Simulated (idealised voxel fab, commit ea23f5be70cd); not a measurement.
process module | voxel gate over fins
The figure presents cross-section cut, which has a width of 175 nm and is divided into square cells with an edge length of 5 nm.
Cross-section format: a grid of square cells, given as bands from top to bottom; each band is one or more rows of cells.
Top height, bottom height, nm. Materials left to right, width each, nm. Single material + "everywhere" = fills band edge to edge. "air" = empty.
Convention: height 0 is the level below which the wafer, as received, is all one material. The lowest band does not terminate at the bottom but continues downward, represented as "0..down".
Per-row width for "30 to 40": begins at first number (top row of band), ends at second number (bottom row), increment between rows held constant.
What does "remains unaltered" mean for a step? It means no cell of the cross-section changed in that step.
"Sealed internal voids" means: voids of 8 cells or more that are shut off from the top with no open way through. Written width x height at distance, distance from the left edge, in nm.
Formally, on a step line, whatever follows the settings is a remark that the simulator itself makes on the step.
For masked steps, "overlay nm" on the step line gives how far right of plan the mask actually lay; a minus sign means it lay to the left.

### Process steps (planned)
1) RECEIVE (material Si)
2) CONFORMAL_DEP (material SiN; thk nm 10)
3) MASKED_ETCH (tone cover; mask id FINS; width nm 15; pitch nm 35; etch materials SiN; depth nm 10; overlay nm 0)
4) MASKED_ETCH (tone cover; mask id FINS; width nm 15; pitch nm 35; etch materials Si; depth nm 40; overlay nm 0)
5) FILL_DEP (material SiO2; thk nm 10)
6) CMP (height nm 10)
7) SELECTIVE_ETCH (etch materials SiO2; depth nm 20)
8) STRIP (etch materials SiN)
9) CONFORMAL_DEP (material HfO2; thk nm 5)
10) CONFORMAL_DEP (material TiN; thk nm 5)
11) CONFORMAL_DEP (material TiAl; thk nm 5)
12) CONFORMAL_DEP (material TiN; thk nm 5)
13) FILL_DEP (material W; thk nm 10)
14) CMP (height nm 25)
15) CONFORMAL_DEP (material SiN; thk nm 10)

### Concerning the first of two wafers, which was run in accordance with the plan

### Cross-section, incoming material, after step 1
- 0..down  Si everywhere
- Sealed internal voids: none

### Cross-section of the wafer after step 2
- 10..0  SiN everywhere
- For the remainder of the cross-section, below 0, there is no change.

### Cross-section of the wafer after step 3
- 10..0  air=60 | SiN=15 | air=20 | SiN=15 | air=65
- For the remainder of the cross-section, below 0, there is no change.

### Cross-section of the wafer after step 4
- 10..0  air=60 | SiN=15 | air=20 | SiN=15 | air=65
- 0..-40  air=60 | Si=15 | air=20 | Si=15 | air=65
- For the remainder of the cross-section, below -40, there is no change.

### Cross-section of the wafer after step 5
- 20..10  SiO2 everywhere
- 10..0  SiO2=60 | SiN=15 | SiO2=20 | SiN=15 | SiO2=65
- 0..-40  SiO2=60 | Si=15 | SiO2=20 | Si=15 | SiO2=65
- For the remainder of the cross-section, below -40, there is no change.

### Cross-section of the wafer after step 6
- 10..0  SiO2=60 | SiN=15 | SiO2=20 | SiN=15 | SiO2=65
- For the remainder of the cross-section, below 0, there is no change.

### Cross-section of the wafer after step 7
- 10..0  air=60 | SiN=15 | air=20 | SiN=15 | air=65
- 0..-10  air=60 | Si=15 | air=20 | Si=15 | air=65
- For the remainder of the cross-section, below -10, there is no change.

### Cross-section of the wafer after step 8
- 0..-10  air=60 | Si=15 | air=20 | Si=15 | air=65
- For the remainder of the cross-section, below -10, there is no change.

### Cross-section of the wafer after step 9
- 5..0  air=55 | HfO2=25 | air=10 | HfO2=25 | air=60
- 0..-5  air=55 | HfO2=5 | Si=15 | HfO2=5 | air=10 | HfO2=5 | Si=15 | HfO2=5 | air=60
- -5..-10  HfO2=60 | Si=15 | HfO2=20 | Si=15 | HfO2=65
- For the remainder of the cross-section, below -10, there is no change.

### Cross-section of the wafer after step 10
- 10..5  air=50 | TiN=70 | air=55
- 5..0  air=50 | TiN=5 | HfO2=25 | TiN=10 | HfO2=25 | TiN=5 | air=55
- 0..-5  TiN=55 | HfO2=5 | Si=15 | HfO2=5 | TiN=10 | HfO2=5 | Si=15 | HfO2=5 | TiN=60
- For the remainder of the cross-section, below -5, there is no change.

### Cross-section of the wafer after step 11
- 15..10  air=45 | TiAl=80 | air=50
- 10..5  air=45 | TiAl=5 | TiN=70 | TiAl=5 | air=50
- 5..0  TiAl=50 | TiN=5 | HfO2=25 | TiN=10 | HfO2=25 | TiN=5 | TiAl=55
- For the remainder of the cross-section, below 0, there is no change.

### Cross-section of the wafer after step 12
- 20..15  air=40 | TiN=90 | air=45
- 15..10  air=40 | TiN=5 | TiAl=80 | TiN=5 | air=45
- 10..5  TiN=45 | TiAl=5 | TiN=70 | TiAl=5 | TiN=50
- For the remainder of the cross-section, below 5, there is no change.

### Cross-section of the wafer after step 13
- 30..20  W everywhere
- 20..15  W=40 | TiN=90 | W=45
- 15..10  W=40 | TiN=5 | TiAl=80 | TiN=5 | W=45
- For the remainder of the cross-section, below 10, there is no change.

### Cross-section of the wafer after step 14
- 25..20  W everywhere
- For the remainder of the cross-section, below 20, there is no change.

### Cross-section of the wafer after step 15
- 35..25  SiN everywhere
- For the remainder of the cross-section, below 25, there is no change.

### second wafer: like start, like plan, one mistake. Through step 3 it matches the first wafer

### Cross-section: second wafer, time at which step 4 was scheduled to end
- 10..0  air=60 | SiN=15 | air=20 | SiN=15 | air=65
- 0..-80  air=60 | Si=15 | air=20 | Si=15 | air=65
- For the remainder of the cross-section, below -80, there is no change.

### Cross-section: second wafer, time at which step 5 was scheduled to end
- 20..10  SiO2 everywhere
- 10..0  SiO2=60 | SiN=15 | SiO2=20 | SiN=15 | SiO2=65
- 0..-80  SiO2=60 | Si=15 | SiO2=20 | Si=15 | SiO2=65
- For the remainder of the cross-section, below -80, there is no change.

### Cross-section: second wafer, time at which step 6 was scheduled to end
- 10..0  SiO2=60 | SiN=15 | SiO2=20 | SiN=15 | SiO2=65
- For the remainder of the cross-section, below 0, there is no change.

### Cross-section: second wafer, time at which step 7 was scheduled to end
- 10..0  air=60 | SiN=15 | air=20 | SiN=15 | air=65
- 0..-10  air=60 | Si=15 | air=20 | Si=15 | air=65
- For the remainder of the cross-section, below -10, there is no change.

### Cross-section: second wafer, time at which step 8 was scheduled to end
- 0..-10  air=60 | Si=15 | air=20 | Si=15 | air=65
- For the remainder of the cross-section, below -10, there is no change.

### Cross-section: second wafer, time at which step 9 was scheduled to end
- 5..0  air=55 | HfO2=25 | air=10 | HfO2=25 | air=60
- 0..-5  air=55 | HfO2=5 | Si=15 | HfO2=5 | air=10 | HfO2=5 | Si=15 | HfO2=5 | air=60
- -5..-10  HfO2=60 | Si=15 | HfO2=20 | Si=15 | HfO2=65
- For the remainder of the cross-section, below -10, there is no change.

### Cross-section: second wafer, time at which step 10 was scheduled to end
- 10..5  air=50 | TiN=70 | air=55
- 5..0  air=50 | TiN=5 | HfO2=25 | TiN=10 | HfO2=25 | TiN=5 | air=55
- 0..-5  TiN=55 | HfO2=5 | Si=15 | HfO2=5 | TiN=10 | HfO2=5 | Si=15 | HfO2=5 | TiN=60
- For the remainder of the cross-section, below -5, there is no change.

### Cross-section: second wafer, time at which step 11 was scheduled to end
- 15..10  air=45 | TiAl=80 | air=50
- 10..5  air=45 | TiAl=5 | TiN=70 | TiAl=5 | air=50
- 5..0  TiAl=50 | TiN=5 | HfO2=25 | TiN=10 | HfO2=25 | TiN=5 | TiAl=55
- For the remainder of the cross-section, below 0, there is no change.

### Cross-section: second wafer, time at which step 12 was scheduled to end
- 20..15  air=40 | TiN=90 | air=45
- 15..10  air=40 | TiN=5 | TiAl=80 | TiN=5 | air=45
- 10..5  TiN=45 | TiAl=5 | TiN=70 | TiAl=5 | TiN=50
- For the remainder of the cross-section, below 5, there is no change.

### Cross-section: second wafer, time at which step 13 was scheduled to end
- 30..20  W everywhere
- 20..15  W=40 | TiN=90 | W=45
- 15..10  W=40 | TiN=5 | TiAl=80 | TiN=5 | W=45
- For the remainder of the cross-section, below 10, there is no change.

### Cross-section: second wafer, time at which step 14 was scheduled to end
- 25..20  W everywhere
- For the remainder of the cross-section, below 20, there is no change.

### Cross-section: second wafer, time at which step 15 was scheduled to end
- 35..25  SiN everywhere
- For the remainder of the cross-section, below 25, there is no change.
Want to know what went wrong? step 4 from the plan got run twice
Bottom line after processing is that, in cells, the second wafer is up or down on some materials versus the first: -232 Si | +232 SiO2
